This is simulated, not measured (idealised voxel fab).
A process module follows: voxel double patterning.
The width of the displayed cross-section, cut, is 170 nm; its cells are square, with a size of 5 nm.
Notation: cross-section as square-cell grid; stated in bands, top first, going down; one or more cell rows per band.
Within each band entry, the heights of the top and of the bottom of the band appear first, in that order and in nm; the materials of the band then follow from left to right, each with its corresponding width in nm. The designation "full width" on a single material indicates that it fills the band from edge to edge; the designation "blank" indicates empty space.
Note: height 0 marks the level under which the wafer is uniformly one material as received. Lowest band unbounded below, written "z 0 and below".
Width spec "30..40" -> top row of cells at first value, bottom row at second value, equal per-row change in between.
It should be understood that the words "remains unaltered", when stated for a given step, signify that the cross-section underwent no change in any of its cells during that step.
Empty spaces counting at least 8 cells and having no open way to the top are listed in "Closed void table". The notation width x height at distance is used for each, the distance being from the left edge and all three values in nm.
If you see something after the settings on a step's line, that's the simulator's own remark about that step.
The "overlay nm" setting may appear on a step's line; for a step that uses a mask, it gives how far to the right of its planned position the mask lay, and a negative value indicates the left.
Structure of the following material. The material consists of pairs of cross-sections. Each pair comprises the cross-section before one process step and the cross-section after that step, the latter shown only down to the lowest band that changed. The step between the cross-sections is specified beneath each pair, including its settings. Pairs are not necessarily consecutive: they may derive from different runs of this module performed on the same starting wafer. Continuity with the pair above is to be assumed only where the entry headed "Snapshot before" of the pair in question states it.
### Snapshot before
z 0 and below: Si full width
Closed void table: none
### Post-Process View
z 10 to 0: SiN full width
Note: structure below 0 unchanged.
Closed void table: none
Formally, the process step situated between the two cross-sections above is CONFORMAL_DEP with material SiN, thk nm 10
Snapshot before: the pre-step structure is the one depicted after the step in the pair just above.
### Post-Process View
z 20 to 10: SiO2 full width
Note: structure below 10 unchanged.
Closed void table: none
Formally, the process step situated between the two cross-sections above is DIRECTIONAL_DEP with material SiO2, thk nm 10
Snapshot before: the pre-step structure is the one depicted after the step in the pair just above.
### Post-Process View
z 30 to 20: SiCN full width
Note: structure below 20 unchanged.
Closed void table: none
Formally, the process step situated between the two cross-sections above is DIRECTIONAL_DEP with material SiCN, thk nm 10
Snapshot before: the pre-step structure is the one depicted after the step in the pair just above.
### Post-Process View
z 45 to 30: aC full width
Note: structure below 30 unchanged.
Closed void table: none
Formally, the process step situated between the two cross-sections above is DIRECTIONAL_DEP with material aC, thk nm 15
Snapshot before: the pre-step structure is the one depicted after the step in the pair just above.
### Post-Process View
z 80 to 45: 50 of resist; 15 of blank; 35 of resist; 15 of blank; 55 of resist
Note: structure below 45 unchanged.
Closed void table: none
Formally, the process step situated between the two cross-sections above is PATTERN with tone open, mask id FIRST, material resist, width nm 15, pitch nm 50, thk nm 35, overlay nm 0
Snapshot before: the pre-step structure is the one depicted after the step in the pair just above.
### Post-Process View
z 65 to 45: 50 of resist; 15 of blank; 35 of resist; 15 of blank; 55 of resist
z 45 to 30: 50 of aC; 15 of blank; 35 of aC; 15 of blank; 55 of aC
Note: structure below 30 unchanged.
Closed void table: none
Formally, the process step situated between the two cross-sections above is DIRECTIONAL_ETCH with etch materials aC, depth nm 15
Snapshot before: the pre-step structure is the one depicted after the step in the pair just above.
### Post-Process View
z 45 to 30: 50 of aC; 15 of blank; 35 of aC; 15 of blank; 55 of aC
Note: structure below 30 unchanged.
Closed void table: none
Formally, the process step situated between the two cross-sections above is STRIP with etch materials resist
Snapshot before: the pre-step structure is the one depicted after the step in the pair just above.
### Post-Process View
z 45 to 30: 50 of aC; 15 of blank; 35 of aC; 15 of blank; 55 of aC
z 30 to 20: 50 of SiCN; 15 of blank; 35 of SiCN; 15 of blank; 55 of SiCN
Note: structure below 20 unchanged.
Closed void table: none
Formally, the process step situated between the two cross-sections above is DIRECTIONAL_ETCH with etch materials SiCN, depth nm 10
Snapshot before: the pre-step structure is the one depicted after the step in the pair just above.
### Post-Process View
z 30 to 20: 50 of SiCN; 15 of blank; 35 of SiCN; 15 of blank; 55 of SiCN
Note: structure below 20 unchanged.
Closed void table: none
Formally, the process step situated between the two cross-sections above is STRIP with etch materials aC
Snapshot before: the pre-step structure is the one depicted after the step in the pair just above.
### Post-Process View
z 50 to 30: 75 of resist; 15 of blank; 80 of resist
z 30 to 20: 50 of SiCN; 15 of resist; 35 of SiCN; 15 of resist; 55 of SiCN
Note: structure below 20 unchanged.
Closed void table: none
Formally, the process step situated between the two cross-sections above is PATTERN with tone open, mask id SECOND, material resist, width nm 15, thk nm 20, overlay nm 0
Snapshot before: the pre-step structure is the one depicted after the step in the pair just above.
### Post-Process View
z 50 to 30: 75 of resist; 15 of blank; 80 of resist
z 30 to 20: 50 of SiCN; 15 of resist; 10 of SiCN; 15 of blank; 10 of SiCN; 15 of resist; 55 of SiCN
Note: structure below 20 unchanged.
Closed void table: none
Formally, the process step situated between the two cross-sections above is DIRECTIONAL_ETCH with etch materials SiCN, depth nm 10
Snapshot before: the pre-step structure is the one depicted after the step in the pair just above.
### Post-Process View
z 30 to 20: 50 of SiCN; 15 of blank; 10 of SiCN; 15 of blank; 10 of SiCN; 15 of blank; 55 of SiCN
Note: structure below 20 unchanged.
Closed void table: none
Formally, the process step situated between the two cross-sections above is STRIP with etch materials resist
Snapshot before: the pre-step structure is the one depicted after the step in the pair just above.
### Post-Process View
z 30 to 20: 50 of SiCN; 15 of blank; 10 of SiCN; 15 of blank; 10 of SiCN; 15 of blank; 55 of SiCN
z 20 to 10: 50 of SiO2; 15 of blank; 10 of SiO2; 15 of blank; 10 of SiO2; 15 of blank; 55 of SiO2
Note: structure below 10 unchanged.
Closed void table: none
Formally, the process step situated between the two cross-sections above is DIRECTIONAL_ETCH with etch materials SiO2, depth nm 10
Snapshot before: the pre-step structure is the one depicted after the step in the pair just above.
### Post-Process View
z 20 to 10: 50 of SiO2; 15 of blank; 10 of SiO2; 15 of blank; 10 of SiO2; 15 of blank; 55 of SiO2
Note: structure below 10 unchanged.
Closed void table: none
Formally, the process step situated between the two cross-sections above is STRIP with etch materials SiCN
### Snapshot before
z 0 and below: Si full width
Closed void table: none
### Post-Process View
z 10 to 0: SiO2 full width
Note: structure below 0 unchanged.
Closed void table: none
Formally, the process step situated between the two cross-sections above is DIRECTIONAL_DEP with material SiO2, thk nm 10
Snapshot before: the pre-step structure is the one depicted after the step in the pair just above.
### Post-Process View
z 20 to 10: SiCN full width
Note: structure below 10 unchanged.
Closed void table: none
Formally, the process step situated between the two cross-sections above is DIRECTIONAL_DEP with material SiCN, thk nm 10
Snapshot before: the pre-step structure is the one depicted after the step in the pair just above.
### Post-Process View
z 35 to 20: aC full width
Note: structure below 20 unchanged.
Closed void table: none
Formally, the process step situated between the two cross-sections above is DIRECTIONAL_DEP with material aC, thk nm 15
Snapshot before: the pre-step structure is the one depicted after the step in the pair just above.
### Post-Process View
z 70 to 35: 50 of resist; 15 of blank; 35 of resist; 15 of blank; 55 of resist
Note: structure below 35 unchanged.
Closed void table: none
Formally, the process step situated between the two cross-sections above is PATTERN with tone open, mask id FIRST, material resist, width nm 15, pitch nm 50, thk nm 35, overlay nm 0
Snapshot before: the pre-step structure is the one depicted after the step in the pair just above.
### Post-Process View
z 55 to 35: 50 of resist; 15 of blank; 35 of resist; 15 of blank; 55 of resist
z 35 to 20: 50 of aC; 15 of blank; 35 of aC; 15 of blank; 55 of aC
Note: structure below 20 unchanged.
Closed void table: none
Formally, the process step situated between the two cross-sections above is DIRECTIONAL_ETCH with etch materials aC, depth nm 15
Snapshot before: the pre-step structure is the one depicted after the step in the pair just above.
### Post-Process View
z 35 to 20: 50 of aC; 15 of blank; 35 of aC; 15 of blank; 55 of aC
Note: structure below 20 unchanged.
Closed void table: none
Formally, the process step situated between the two cross-sections above is STRIP with etch materials resist
Snapshot before: the pre-step structure is the one depicted after the step in the pair just above.
### Post-Process View
z 35 to 20: 50 of aC; 15 of blank; 35 of aC; 15 of blank; 55 of aC
z 20 to 10: 50 of SiCN; 15 of blank; 35 of SiCN; 15 of blank; 55 of SiCN
Note: structure below 10 unchanged.
Closed void table: none
Formally, the process step situated between the two cross-sections above is DIRECTIONAL_ETCH with etch materials SiCN, depth nm 10
Snapshot before: the pre-step structure is the one depicted after the step in the pair just above.
### Post-Process View
z 20 to 10: 50 of SiCN; 15 of blank; 35 of SiCN; 15 of blank; 55 of SiCN
Note: structure below 10 unchanged.
Closed void table: none
Formally, the process step situated between the two cross-sections above is STRIP with etch materials aC
Snapshot before: the pre-step structure is the one depicted after the step in the pair just above.
### Post-Process View
z 40 to 20: 75 of resist; 15 of blank; 80 of resist
z 20 to 10: 50 of SiCN; 15 of resist; 35 of SiCN; 15 of resist; 55 of SiCN
Note: structure below 10 unchanged.
Closed void table: none
Formally, the process step situated between the two cross-sections above is PATTERN with tone open, mask id SECOND, material resist, width nm 15, thk nm 20, overlay nm 0
Snapshot before: the pre-step structure is the one depicted after the step in the pair just above.
### Post-Process View
z 40 to 20: 75 of resist; 15 of blank; 80 of resist
z 20 to 10: 50 of SiCN; 15 of resist; 10 of SiCN; 15 of blank; 10 of SiCN; 15 of resist; 55 of SiCN
Note: structure below 10 unchanged.
Closed void table: none
Formally, the process step situated between the two cross-sections above is DIRECTIONAL_ETCH with etch materials SiCN, depth nm 10
Snapshot before: the pre-step structure is the one depicted after the step in the pair just above.
### Post-Process View
z 20 to 10: 50 of SiCN; 15 of blank; 10 of SiCN; 15 of blank; 10 of SiCN; 15 of blank; 55 of SiCN
Note: structure below 10 unchanged.
Closed void table: none
Formally, the process step situated between the two cross-sections above is STRIP with etch materials resist
Snapshot before: the pre-step structure is the one depicted after the step in the pair just above.
### Post-Process View
z 20 to 10: 50 of SiCN; 15 of blank; 10 of SiCN; 15 of blank; 10 of SiCN; 15 of blank; 55 of SiCN
z 10 to 0: 50 of SiO2; 15 of blank; 10 of SiO2; 15 of blank; 10 of SiO2; 15 of blank; 55 of SiO2
Note: structure below 0 unchanged.
Closed void table: none
Formally, the process step situated between the two cross-sections above is DIRECTIONAL_ETCH with etch materials SiO2, depth nm 10
Snapshot before: the pre-step structure is the one depicted after the step in the pair just above.
### Post-Process View
z 10 to 0: 50 of SiO2; 15 of blank; 10 of SiO2; 15 of blank; 10 of SiO2; 15 of blank; 55 of SiO2
Note: structure below 0 unchanged.
Closed void table: none
Formally, the process step situated between the two cross-sections above is STRIP with etch materials SiCN
### Snapshot before
z 10 to 0: SiO2 full width
z 0 and below: Si full width
Closed void table: none
### Post-Process View
z 20 to 10: SiN full width
Note: structure below 10 unchanged.
Closed void table: none
Formally, the process step situated between the two cross-sections above is CONFORMAL_DEP with material SiN, thk nm 10
Snapshot before: the pre-step structure is the one depicted after the step in the pair just above.
### Post-Process View
z 30 to 20: SiCN full width
Note: structure below 20 unchanged.
Closed void table: none
Formally, the process step situated between the two cross-sections above is DIRECTIONAL_DEP with material SiCN, thk nm 10
Snapshot before: the pre-step structure is the one depicted after the step in the pair just above.
### Post-Process View
z 45 to 30: aC full width
Note: structure below 30 unchanged.
Closed void table: none
Formally, the process step situated between the two cross-sections above is DIRECTIONAL_DEP with material aC, thk nm 15
Snapshot before: the pre-step structure is the one depicted after the step in the pair just above.
### Post-Process View
z 80 to 45: 50 of resist; 15 of blank; 35 of resist; 15 of blank; 55 of resist
Note: structure below 45 unchanged.
Closed void table: none
Formally, the process step situated between the two cross-sections above is PATTERN with tone open, mask id FIRST, material resist, width nm 15, pitch nm 50, thk nm 35, overlay nm 0
Snapshot before: the pre-step structure is the one depicted after the step in the pair just above.
### Post-Process View
z 65 to 45: 50 of resist; 15 of blank; 35 of resist; 15 of blank; 55 of resist
z 45 to 30: 50 of aC; 15 of blank; 35 of aC; 15 of blank; 55 of aC
Note: structure below 30 unchanged.
Closed void table: none
Formally, the process step situated between the two cross-sections above is DIRECTIONAL_ETCH with etch materials aC, depth nm 15
Snapshot before: the pre-step structure is the one depicted after the step in the pair just above.
### Post-Process View
z 45 to 30: 50 of aC; 15 of blank; 35 of aC; 15 of blank; 55 of aC
Note: structure below 30 unchanged.
Closed void table: none
Formally, the process step situated between the two cross-sections above is STRIP with etch materials resist
Snapshot before: the pre-step structure is the one depicted after the step in the pair just above.
### Post-Process View
z 45 to 30: 50 of aC; 15 of blank; 35 of aC; 15 of blank; 55 of aC
z 30 to 20: 50 of SiCN; 15 of blank; 35 of SiCN; 15 of blank; 55 of SiCN
Note: structure below 20 unchanged.
Closed void table: none
Formally, the process step situated between the two cross-sections above is DIRECTIONAL_ETCH with etch materials SiCN, depth nm 10
Snapshot before: the pre-step structure is the one depicted after the step in the pair just above.
### Post-Process View
z 30 to 20: 50 of SiCN; 15 of blank; 35 of SiCN; 15 of blank; 55 of SiCN
Note: structure below 20 unchanged.
Closed void table: none
Formally, the process step situated between the two cross-sections above is STRIP with etch materials aC
Snapshot before: the pre-step structure is the one depicted after the step in the pair just above.
### Post-Process View
z 50 to 30: 75 of resist; 15 of blank; 80 of resist
z 30 to 20: 50 of SiCN; 15 of resist; 35 of SiCN; 15 of resist; 55 of SiCN
Note: structure below 20 unchanged.
Closed void table: none
Formally, the process step situated between the two cross-sections above is PATTERN with tone open, mask id SECOND, material resist, width nm 15, thk nm 20, overlay nm 0
Snapshot before: the pre-step structure is the one depicted after the step in the pair just above.
### Post-Process View
z 50 to 30: 75 of resist; 15 of blank; 80 of resist
z 30 to 20: 50 of SiCN; 15 of resist; 10 of SiCN; 15 of blank; 10 of SiCN; 15 of resist; 55 of SiCN
Note: structure below 20 unchanged.
Closed void table: none
Formally, the process step situated between the two cross-sections above is DIRECTIONAL_ETCH with etch materials SiCN, depth nm 10
Snapshot before: the pre-step structure is the one depicted after the step in the pair just above.
### Post-Process View
z 30 to 20: 50 of SiCN; 15 of blank; 10 of SiCN; 15 of blank; 10 of SiCN; 15 of blank; 55 of SiCN
Note: structure below 20 unchanged.
Closed void table: none
Formally, the process step situated between the two cross-sections above is STRIP with etch materials resist
Snapshot before: the pre-step structure is the one depicted after the step in the pair just above.
### Post-Process View
z 20 to 10: SiN full width
Note: structure below 10 unchanged.
Closed void table: none
Formally, the process step situated between the two cross-sections above is STRIP with etch materials SiCN
### Snapshot before
z 10 to 0: SiN full width
z 0 and below: Si full width
Closed void table: none
### Post-Process View
z 25 to 10: SiO2 full width
Note: structure below 10 unchanged.
Closed void table: none
Formally, the process step situated between the two cross-sections above is DIRECTIONAL_DEP with material SiO2, thk nm 15
Snapshot before: the pre-step structure is the one depicted after the step in the pair just above.
### Post-Process View
z 35 to 25: SiCN full width
Note: structure below 25 unchanged.
Closed void table: none
Formally, the process step situated between the two cross-sections above is DIRECTIONAL_DEP with material SiCN, thk nm 10
Snapshot before: the pre-step structure is the one depicted after the step in the pair just above.
### Post-Process View
z 50 to 35: aC full width
Note: structure below 35 unchanged.
Closed void table: none
Formally, the process step situated between the two cross-sections above is DIRECTIONAL_DEP with material aC, thk nm 15
Snapshot before: the pre-step structure is the one depicted after the step in the pair just above.
### Post-Process View
z 85 to 50: 50 of resist; 15 of blank; 35 of resist; 15 of blank; 55 of resist
Note: structure below 50 unchanged.
Closed void table: none
Formally, the process step situated between the two cross-sections above is PATTERN with tone open, mask id FIRST, material resist, width nm 15, pitch nm 50, thk nm 35, overlay nm 0
Snapshot before: the pre-step structure is the one depicted after the step in the pair just above.
### Post-Process View
z 70 to 50: 50 of resist; 15 of blank; 35 of resist; 15 of blank; 55 of resist
z 50 to 35: 50 of aC; 15 of blank; 35 of aC; 15 of blank; 55 of aC
Note: structure below 35 unchanged.
Closed void table: none
Formally, the process step situated between the two cross-sections above is DIRECTIONAL_ETCH with etch materials aC, depth nm 15
Snapshot before: the pre-step structure is the one depicted after the step in the pair just above.
### Post-Process View
z 50 to 35: 50 of aC; 15 of blank; 35 of aC; 15 of blank; 55 of aC
Note: structure below 35 unchanged.
Closed void table: none
Formally, the process step situated between the two cross-sections above is STRIP with etch materials resist
Snapshot before: the pre-step structure is the one depicted after the step in the pair just above.
### Post-Process View
z 50 to 35: 50 of aC; 15 of blank; 35 of aC; 15 of blank; 55 of aC
z 35 to 25: 50 of SiCN; 15 of blank; 35 of SiCN; 15 of blank; 55 of SiCN
Note: structure below 25 unchanged.
Closed void table: none
Formally, the process step situated between the two cross-sections above is DIRECTIONAL_ETCH with etch materials SiCN, depth nm 10
Snapshot before: the pre-step structure is the one depicted after the step in the pair just above.
### Post-Process View
z 35 to 25: 50 of SiCN; 15 of blank; 35 of SiCN; 15 of blank; 55 of SiCN
Note: structure below 25 unchanged.
Closed void table: none
Formally, the process step situated between the two cross-sections above is STRIP with etch materials aC
Snapshot before: the pre-step structure is the one depicted after the step in the pair just above.
### Post-Process View
z 55 to 35: 75 of resist; 15 of blank; 80 of resist
z 35 to 25: 50 of SiCN; 15 of resist; 35 of SiCN; 15 of resist; 55 of SiCN
Note: structure below 25 unchanged.
Closed void table: none
Formally, the process step situated between the two cross-sections above is PATTERN with tone open, mask id SECOND, material resist, width nm 15, thk nm 20, overlay nm 0
Snapshot before: the pre-step structure is the one depicted after the step in the pair just above.
### Post-Process View
z 55 to 35: 75 of resist; 15 of blank; 80 of resist
z 35 to 25: 50 of SiCN; 15 of resist; 10 of SiCN; 15 of blank; 10 of SiCN; 15 of resist; 55 of SiCN
Note: structure below 25 unchanged.
Closed void table: none
Formally, the process step situated between the two cross-sections above is DIRECTIONAL_ETCH with etch materials SiCN, depth nm 10
Snapshot before: the pre-step structure is the one depicted after the step in the pair just above.
### Post-Process View
z 35 to 25: 50 of SiCN; 15 of blank; 10 of SiCN; 15 of blank; 10 of SiCN; 15 of blank; 55 of SiCN
Note: structure below 25 unchanged.
Closed void table: none
Formally, the process step situated between the two cross-sections above is STRIP with etch materials resist
Snapshot before: the pre-step structure is the one depicted after the step in the pair just above.
### Post-Process View
z 35 to 25: 50 of SiCN; 15 of blank; 10 of SiCN; 15 of blank; 10 of SiCN; 15 of blank; 55 of SiCN
z 25 to 15: 50 of SiO2; 15 of blank; 10 of SiO2; 15 of blank; 10 of SiO2; 15 of blank; 55 of SiO2
Note: structure below 15 unchanged.
Closed void table: none
Formally, the process step situated between the two cross-sections above is DIRECTIONAL_ETCH with etch materials SiO2, depth nm 10
Snapshot before: the pre-step structure is the one depicted after the step in the pair just above.
### Post-Process View
z 25 to 15: 50 of SiO2; 15 of blank; 10 of SiO2; 15 of blank; 10 of SiO2; 15 of blank; 55 of SiO2
Note: structure below 15 unchanged.
Closed void table: none
Formally, the process step situated between the two cross-sections above is STRIP with etch materials SiCN
### Snapshot before
z 30 to 20: 50 of SiCN; 15 of blank; 35 of SiCN; 15 of blank; 55 of SiCN
z 20 to 10: SiO2 full width
z 10 to 0: SiN full width
z 0 and below: Si full width
Closed void table: none
### Post-Process View
z 50 to 30: 75 of resist; 20 of blank; 75 of resist
z 30 to 20: 50 of SiCN; 15 of resist; 35 of SiCN; 15 of resist; 55 of SiCN
Note: structure below 20 unchanged.
Closed void table: none
Formally, the process step situated between the two cross-sections above is PATTERN with tone open, mask id SECOND, material resist, width nm 20, thk nm 20, overlay nm 0
Snapshot before: the pre-step structure is the one depicted after the step in the pair just above.
### Post-Process View
z 50 to 30: 75 of resist; 20 of blank; 75 of resist
z 30 to 20: 50 of SiCN; 15 of resist; 10 of SiCN; 20 of blank; 5 of SiCN; 15 of resist; 55 of SiCN
Note: structure below 20 unchanged.
Closed void table: none
Formally, the process step situated between the two cross-sections above is DIRECTIONAL_ETCH with etch materials SiCN, depth nm 10
Snapshot before: the pre-step structure is the one depicted after the step in the pair just above.
### Post-Process View
z 30 to 20: 50 of SiCN; 15 of blank; 10 of SiCN; 20 of blank; 5 of SiCN; 15 of blank; 55 of SiCN
Note: structure below 20 unchanged.
Closed void table: none
Formally, the process step situated between the two cross-sections above is STRIP with etch materials resist
Snapshot before: the pre-step structure is the one depicted after the step in the pair just above.
### Post-Process View
z 30 to 20: 50 of SiCN; 15 of blank; 10 of SiCN; 20 of blank; 5 of SiCN; 15 of blank; 55 of SiCN
z 20 to 10: 50 of SiO2; 15 of blank; 10 of SiO2; 20 of blank; 5 of SiO2; 15 of blank; 55 of SiO2
Note: structure below 10 unchanged.
Closed void table: none
Formally, the process step situated between the two cross-sections above is DIRECTIONAL_ETCH with etch materials SiO2, depth nm 10
Snapshot before: the pre-step structure is the one depicted after the step in the pair just above.
### Post-Process View
z 20 to 10: 50 of SiO2; 15 of blank; 10 of SiO2; 20 of blank; 5 of SiO2; 15 of blank; 55 of SiO2
Note: structure below 10 unchanged.
Closed void table: none
Formally, the process step situated between the two cross-sections above is STRIP with etch materials SiCN
### Snapshot before
z 45 to 30: aC full width
z 30 to 20: SiCN full width
z 20 to 10: SiO2 full width
z 10 to 0: SiN full width
z 0 and below: Si full width
Closed void table: none
### Post-Process View
z 80 to 45: 40 of resist; 15 of blank; 35 of resist; 15 of blank; 65 of resist
Note: structure below 45 unchanged.
Closed void table: none
Formally, the process step situated between the two cross-sections above is PATTERN with tone open, mask id FIRST, material resist, width nm 15, pitch nm 50, thk nm 35, overlay nm -10
Snapshot before: the pre-step structure is the one depicted after the step in the pair just above.
### Post-Process View
z 65 to 45: 40 of resist; 15 of blank; 35 of resist; 15 of blank; 65 of resist
z 45 to 30: 40 of aC; 15 of blank; 35 of aC; 15 of blank; 65 of aC
Note: structure below 30 unchanged.
Closed void table: none
Formally, the process step situated between the two cross-sections above is DIRECTIONAL_ETCH with etch materials aC, depth nm 15
Snapshot before: the pre-step structure is the one depicted after the step in the pair just above.
### Post-Process View
z 45 to 30: 40 of aC; 15 of blank; 35 of aC; 15 of blank; 65 of aC
Note: structure below 30 unchanged.
Closed void table: none
Formally, the process step situated between the two cross-sections above is STRIP with etch materials resist
Snapshot before: the pre-step structure is the one depicted after the step in the pair just above.
### Post-Process View
z 45 to 30: 40 of aC; 15 of blank; 35 of aC; 15 of blank; 65 of aC
z 30 to 20: 40 of SiCN; 15 of blank; 35 of SiCN; 15 of blank; 65 of SiCN
Note: structure below 20 unchanged.
Closed void table: none
Formally, the process step situated between the two cross-sections above is DIRECTIONAL_ETCH with etch materials SiCN, depth nm 10
Snapshot before: the pre-step structure is the one depicted after the step in the pair just above.
### Post-Process View
z 30 to 20: 40 of SiCN; 15 of blank; 35 of SiCN; 15 of blank; 65 of SiCN
Note: structure below 20 unchanged.
Closed void table: none
Formally, the process step situated between the two cross-sections above is STRIP with etch materials aC
Snapshot before: the pre-step structure is the one depicted after the step in the pair just above.
### Post-Process View
z 50 to 30: 75 of resist; 15 of blank; 80 of resist
z 30 to 20: 40 of SiCN; 15 of resist; 35 of SiCN; 15 of resist; 65 of SiCN
Note: structure below 20 unchanged.
Closed void table: none
Formally, the process step situated between the two cross-sections above is PATTERN with tone open, mask id SECOND, material resist, width nm 15, thk nm 20, overlay nm 0
Snapshot before: the pre-step structure is the one depicted after the step in the pair just above.
### Post-Process View
z 50 to 30: 75 of resist; 15 of blank; 80 of resist
z 30 to 20: 40 of SiCN; 15 of resist; 20 of SiCN; 15 of blank; 15 of resist; 65 of SiCN
Note: structure below 20 unchanged.
Closed void table: none
Formally, the process step situated between the two cross-sections above is DIRECTIONAL_ETCH with etch materials SiCN, depth nm 10
Snapshot before: the pre-step structure is the one depicted after the step in the pair just above.
### Post-Process View
z 30 to 20: 40 of SiCN; 15 of blank; 20 of SiCN; 30 of blank; 65 of SiCN
Note: structure below 20 unchanged.
Closed void table: none
Formally, the process step situated between the two cross-sections above is STRIP with etch materials resist
Snapshot before: the pre-step structure is the one depicted after the step in the pair just above.
### Post-Process View
z 30 to 20: 40 of SiCN; 15 of blank; 20 of SiCN; 30 of blank; 65 of SiCN
z 20 to 10: 40 of SiO2; 15 of blank; 20 of SiO2; 30 of blank; 65 of SiO2
Note: structure below 10 unchanged.
Closed void table: none
Formally, the process step situated between the two cross-sections above is DIRECTIONAL_ETCH with etch materials SiO2, depth nm 10
Snapshot before: the pre-step structure is the one depicted after the step in the pair just above.
### Post-Process View
z 20 to 10: 40 of SiO2; 15 of blank; 20 of SiO2; 30 of blank; 65 of SiO2
Note: structure below 10 unchanged.
Closed void table: none
Formally, the process step situated between the two cross-sections above is STRIP with etch materials SiCN
### Snapshot before
z 0 and below: Si full width
Closed void table: none
### Post-Process View
z 10 to 0: aC full width
Note: structure below 0 unchanged.
Closed void table: none
Formally, the process step situated between the two cross-sections above is CONFORMAL_DEP with material aC, thk nm 10
Snapshot before: the pre-step structure is the one depicted after the step in the pair just above.
### Post-Process View
z 20 to 10: SiO2 full width
Note: structure below 10 unchanged.
Closed void table: none
Formally, the process step situated between the two cross-sections above is DIRECTIONAL_DEP with material SiO2, thk nm 10
Snapshot before: the pre-step structure is the one depicted after the step in the pair just above.
### Post-Process View
z 30 to 20: SiCN full width
Note: structure below 20 unchanged.
Closed void table: none
Formally, the process step situated between the two cross-sections above is DIRECTIONAL_DEP with material SiCN, thk nm 10
Snapshot before: the pre-step structure is the one depicted after the step in the pair just above.
### Post-Process View
z 45 to 30: aC full width
Note: structure below 30 unchanged.
Closed void table: none
Formally, the process step situated between the two cross-sections above is DIRECTIONAL_DEP with material aC, thk nm 15
Snapshot before: the pre-step structure is the one depicted after the step in the pair just above.
### Post-Process View
z 80 to 45: 50 of resist; 15 of blank; 35 of resist; 15 of blank; 55 of resist
Note: structure below 45 unchanged.
Closed void table: none
Formally, the process step situated between the two cross-sections above is PATTERN with tone open, mask id FIRST, material resist, width nm 15, pitch nm 50, thk nm 35, overlay nm 0
Snapshot before: the pre-step structure is the one depicted after the step in the pair just above.
### Post-Process View
z 65 to 45: 50 of resist; 15 of blank; 35 of resist; 15 of blank; 55 of resist
z 45 to 30: 50 of aC; 15 of blank; 35 of aC; 15 of blank; 55 of aC
Note: structure below 30 unchanged.
Closed void table: none
Formally, the process step situated between the two cross-sections above is DIRECTIONAL_ETCH with etch materials aC, depth nm 15
Snapshot before: the pre-step structure is the one depicted after the step in the pair just above.
### Post-Process View
z 45 to 30: 50 of aC; 15 of blank; 35 of aC; 15 of blank; 55 of aC
Note: structure below 30 unchanged.
Closed void table: none
Formally, the process step situated between the two cross-sections above is STRIP with etch materials resist
Snapshot before: the pre-step structure is the one depicted after the step in the pair just above.
### Post-Process View
z 45 to 30: 50 of aC; 15 of blank; 35 of aC; 15 of blank; 55 of aC
z 30 to 20: 50 of SiCN; 15 of blank; 35 of SiCN; 15 of blank; 55 of SiCN
Note: structure below 20 unchanged.
Closed void table: none
Formally, the process step situated between the two cross-sections above is DIRECTIONAL_ETCH with etch materials SiCN, depth nm 10
Snapshot before: the pre-step structure is the one depicted after the step in the pair just above.
### Post-Process View
z 30 to 20: 50 of SiCN; 15 of blank; 35 of SiCN; 15 of blank; 55 of SiCN
Note: structure below 20 unchanged.
Closed void table: none
Formally, the process step situated between the two cross-sections above is STRIP with etch materials aC
Snapshot before: the pre-step structure is the one depicted after the step in the pair just above.
### Post-Process View
z 50 to 30: 75 of resist; 15 of blank; 80 of resist
z 30 to 20: 50 of SiCN; 15 of resist; 35 of SiCN; 15 of resist; 55 of SiCN
Note: structure below 20 unchanged.
Closed void table: none
Formally, the process step situated between the two cross-sections above is PATTERN with tone open, mask id SECOND, material resist, width nm 15, thk nm 20, overlay nm 0
Snapshot before: the pre-step structure is the one depicted after the step in the pair just above.
### Post-Process View
z 50 to 30: 75 of resist; 15 of blank; 80 of resist
z 30 to 20: 50 of SiCN; 15 of resist; 10 of SiCN; 15 of blank; 10 of SiCN; 15 of resist; 55 of SiCN
Note: structure below 20 unchanged.
Closed void table: none
Formally, the process step situated between the two cross-sections above is DIRECTIONAL_ETCH with etch materials SiCN, depth nm 10
Snapshot before: the pre-step structure is the one depicted after the step in the pair just above.
### Post-Process View
z 30 to 20: 50 of SiCN; 15 of blank; 10 of SiCN; 15 of blank; 10 of SiCN; 15 of blank; 55 of SiCN
Note: structure below 20 unchanged.
Closed void table: none
Formally, the process step situated between the two cross-sections above is STRIP with etch materials resist
Snapshot before: the pre-step structure is the one depicted after the step in the pair just above.
### Post-Process View
z 30 to 20: 50 of SiCN; 15 of blank; 10 of SiCN; 15 of blank; 10 of SiCN; 15 of blank; 55 of SiCN
z 20 to 10: 50 of SiO2; 15 of blank; 10 of SiO2; 15 of blank; 10 of SiO2; 15 of blank; 55 of SiO2
Note: structure below 10 unchanged.
Closed void table: none
Formally, the process step situated between the two cross-sections above is DIRECTIONAL_ETCH with etch materials SiO2, depth nm 10
Snapshot before: the pre-step structure is the one depicted after the step in the pair just above.
### Post-Process View
z 20 to 10: 50 of SiO2; 15 of blank; 10 of SiO2; 15 of blank; 10 of SiO2; 15 of blank; 55 of SiO2
Note: structure below 10 unchanged.
Closed void table: none
Formally, the process step situated between the two cross-sections above is STRIP with etch materials SiCN
### Snapshot before
z 30 to 20: 50 of SiCN; 15 of blank; 35 of SiCN; 15 of blank; 55 of SiCN
z 20 to 10: SiO2 full width
z 10 to 0: SiN full width
z 0 and below: Si full width
Closed void table: none
### Post-Process View
z 50 to 30: 75 of blank; 15 of resist; 80 of blank
Note: structure below 30 unchanged.
Closed void table: none
Formally, the process step situated between the two cross-sections above is PATTERN with tone cover, mask id SECOND, material resist, width nm 15, thk nm 20, overlay nm 0
Snapshot before: the pre-step structure is the one depicted after the step in the pair just above.
### Post-Process View
z 50 to 30: 75 of blank; 15 of resist; 80 of blank
z 30 to 20: 75 of blank; 15 of SiCN; 80 of blank
Note: structure below 20 unchanged.
Closed void table: none
Formally, the process step situated between the two cross-sections above is DIRECTIONAL_ETCH with etch materials SiCN, depth nm 10
Snapshot before: the pre-step structure is the one depicted after the step in the pair just above.
### Post-Process View
z 30 to 20: 75 of blank; 15 of SiCN; 80 of blank
Note: structure below 20 unchanged.
Closed void table: none
Formally, the process step situated between the two cross-sections above is STRIP with etch materials resist
Snapshot before: the pre-step structure is the one depicted after the step in the pair just above.
### Post-Process View
z 30 to 20: 75 of blank; 15 of SiCN; 80 of blank
z 20 to 10: 75 of blank; 15 of SiO2; 80 of blank
Note: structure below 10 unchanged.
Closed void table: none
Formally, the process step situated between the two cross-sections above is DIRECTIONAL_ETCH with etch materials SiO2, depth nm 10
Snapshot before: the pre-step structure is the one depicted after the step in the pair just above.
### Post-Process View
z 20 to 10: 75 of blank; 15 of SiO2; 80 of blank
Note: structure below 10 unchanged.
Closed void table: none
Formally, the process step situated between the two cross-sections above is STRIP with etch materials SiCN
